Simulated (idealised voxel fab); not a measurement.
Title: Process Module voxel lift off
cross-section cut | 260 nm wide | cells 5 nm
A cross-section in this document is a grid of square cells, and it is written down as bands, the top band listed before the ones below it; a band is made up of one or more rows of cells. First you get the band's top height and its bottom height, in nm, and then the materials it's made of, left to right, with each width in nm. If you see a single material with "full width", that one covers the band edge to edge. "blank" is empty space. Zero point of the height axis is 0; under it, received wafer = one material. Lowest band: continues down indefinitely, "0 and below". The expression "30 to 40" gives the width at the extremes of the band, the first number at its top row of cells and the second at its bottom row, with the width changing by equal amounts from each row to the next in between. When a step is marked "no change occurred", none of the cells in the cross-section changed during that step. Look at "Completely enclosed voids" for the closed voids: empty spaces with no open path to the top, sized 8 cells or up. Each is width x height at distance, distance from the left edge, all nm. Text after the settings on a step's line: the simulator's own remark on that step. Each step line may optionally specify "overlay nm", which for a step with a mask gives the rightward distance between the mask's planned place and where it lay, a negative value indicating the leftward direction.
## Planned process steps
1. RECEIVE with material Si
2. CONFORMAL_DEP with material SiN, thk nm 15
3. PATTERN with tone open, mask id LINES, material resist, width nm 25, pitch nm 50, thk nm 30, overlay nm 0
4. DIRECTIONAL_DEP with material Ru, thk nm 15
5. STRIP with etch materials resist
6. CONFORMAL_DEP with material SiCN, thk nm 5
## as received, after step 1
> 0 and below  Si full width
> Completely enclosed voids: none
## Below is the wafer in cross-section after the module was completed. It began from the starting point shown above and followed the plan shown above, except that one mistake was made while running it
> 30 down to 15  65 of blank, 25 of Ru, 25 of blank, 25 of Ru, 25 of blank, 25 of Ru, 70 of blank
> 15 down to 0  SiN full width
> 0 and below  Si full width
> Completely enclosed voids: none
Plan not followed: the run left out plan step 6 entirely, so it was never executed
